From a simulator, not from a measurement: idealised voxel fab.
Process module heading - voxel trench capacitor
Pictured: cross-section cut, 185 nm wide, on a grid of 5 nm square cells.
Cross-section = grid of square cells, listed top down in bands; band = one or more rows.
For a band, the entry starts with two heights in nm, that of the top and then that of the bottom, and carries on with the band's materials in order from left to right, each alongside its width in nm; the word "everywhere" beside a single material means it fills the band edge to edge, and "empty" means empty space.
Counting heights begins at 0, where everything beneath is, in the wafer as received, one material. The lowest band has no bottom; it goes on downwards, as "z 0 and below" shows.
The width entry "30->40" should be interpreted row by row: the top row of cells in the band takes the first number, the bottom row takes the second number, and the change between adjacent rows is uniform throughout.
"nothing different" -> step changed no cross-section cell.
"Sealed void listing": empty spaces of 8 cells or more with no open way to the top, each given as width x height at distance, distance from the left edge, all in nm.
Whatever follows a step's settings on its line is a remark the simulator itself makes about that step.
overlay nm: on a step with a mask, how far right of its planned place the mask lay; negative means left.
Plan:
1: RECEIVE with material Si
2: CONFORMAL_DEP with material SiN, thk nm 10
3: PATTERN with tone open, mask id TRENCH, material resist, width nm 15, pitch nm 40, thk nm 15, overlay nm -10
4: DIRECTIONAL_ETCH with etch materials SiN, depth nm 10
5: DIRECTIONAL_ETCH with etch materials Si, depth nm 30
6: STRIP with etch materials resist
7: CONFORMAL_DEP with material Al2O3, thk nm 5
8: FILL_DEP with material polySi, thk nm 5
9: CMP with height nm 10
Be aware that, although all wafers share a common starting state, the overlay nm at step 3 differs among them, and the plan displays the first wafer's value.
Cross-section of the first incoming wafer of several, state after step 1:
	z 0 and below: Si everywhere
	Sealed void listing: none
Each wafer at the end: cells of each material gained (+) or lost (-) since it was received, then its closed voids:
overlay nm -10, +68 Al2O3, -72 Si, +50 SiN, +28 polySi, Sealed void listing: none
overlay nm -5, +68 Al2O3, -72 Si, +50 SiN, +28 polySi, Sealed void listing: none
overlay nm 0, +68 Al2O3, -72 Si, +50 SiN, +28 polySi, Sealed void listing: none
overlay nm 5, +68 Al2O3, -72 Si, +50 SiN, +28 polySi, Sealed void listing: none
overlay nm 10, +68 Al2O3, -72 Si, +50 SiN, +28 polySi, Sealed void listing: none
